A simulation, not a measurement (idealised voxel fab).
The process module presented herein is designated voxel ribs on slabs.
Cross-sectional view cut (width: 190 nm; square cell size: 5 nm).
In what follows, cross-sections appear as grids of square cells, described through bands that run from the top down, where every band is one or more rows of cells. Band: top height; bottom height; in nm. Then, left to right: material with width in nm, for each material. "all across": a single material spanning edge to edge. "air": empty space. Height reference: 0 = level under which incoming wafer is all one material. Lowest band: no bottom, runs on downward, e.g. "top 0, no bottom". It should be noted that a width expressed as "30 to 40" varies in equal increments from row to row of cells within the band, taking the value of the first number at the top row and that of the second number at the bottom row. A step reported as "same as before" is a step in which no cell of the cross-section changed. Trapped voids: empty space of 8 cells or more with no open way to the top, each as width x height at its distance from the left edge, in nm. That trailing text on a step's line, after the settings, is the simulator's own remark on the step. overlay nm: how far to the right of its planned place the mask lay on this masked step (negative: to the left).

Listed below are the process steps as planned
1) RECEIVE (material Si)
2) DIRECTIONAL_DEP (material SiO2; thk nm 30)
3) DIRECTIONAL_DEP (material polySi; thk nm 20)
4) DIRECTIONAL_DEP (material aC; thk nm 10)
5) PATTERN (tone cover; mask id RIB; material resist; width nm 30; thk nm 30; overlay nm 0)
6) DIRECTIONAL_ETCH (etch materials aC; depth nm 10)
7) STRIP (etch materials resist)
8) DIRECTIONAL_ETCH (etch materials polySi; depth nm 5)
9) STRIP (etch materials aC)
10) DIRECTIONAL_DEP (material aC; thk nm 10)
11) PATTERN (tone cover; mask id SLAB; material resist; width nm 80; thk nm 25; overlay nm 0)
12) DIRECTIONAL_ETCH (etch materials aC; depth nm 10)
13) STRIP (etch materials resist)
14) DIRECTIONAL_ETCH (etch materials polySi; depth nm 15)
15) STRIP (etch materials aC)
16) FILL_DEP (material SiO2; thk nm 30)
17) CMP (height nm 70)
18) DIRECTIONAL_DEP (material TiN; thk nm 5)
19) PATTERN (tone cover; mask id HEATER; material resist; width nm 40; thk nm 20; overlay nm 0)
20) DIRECTIONAL_ETCH (etch materials TiN; depth nm 5)
21) STRIP (etch materials resist)
22) CONFORMAL_DEP (material SiO2; thk nm 10)

Cross-section of the wafer upon arrival, representing the state reached after step 1
	top 0, no bottom: Si all across
	Trapped voids: none

first wafer at the end, as planned
	top 85, bottom 80: air: 65  SiO2: 60  air: 65
	top 80, bottom 75: SiO2 all across
	top 75, bottom 70: SiO2: 75  TiN: 40  SiO2: 75
	top 70, bottom 50: SiO2 all across
	top 50, bottom 45: SiO2: 80  polySi: 30  SiO2: 80
	top 45, bottom 30: SiO2: 55  polySi: 80  SiO2: 55
	top 30, bottom 0: SiO2 all across
	top 0, no bottom: Si all across
	Trapped voids: none

Second wafer through the module, sectioned at the end: same beginning and same plan as the first wafer, with one mistake in carrying it out
	top 85, bottom 80: air: 65  SiO2: 60  air: 65
	top 80, bottom 75: SiO2 all across
	top 75, bottom 70: SiO2: 75  TiN: 40  SiO2: 75
	top 70, bottom 50: SiO2 all across
	top 50, bottom 30: TiN all across
	top 30, bottom 0: SiO2 all across
	top 0, no bottom: Si all across
	Trapped voids: none
Which mistake was made when the wafer was run? step 3 did not use the planned setting and instead ran as DIRECTIONAL_DEP (material TiN; thk nm 20)
Cell-count delta at end, second wafer over first, by material: SiO2: 98 fewer; TiN: 152 more; polySi: 54 fewer
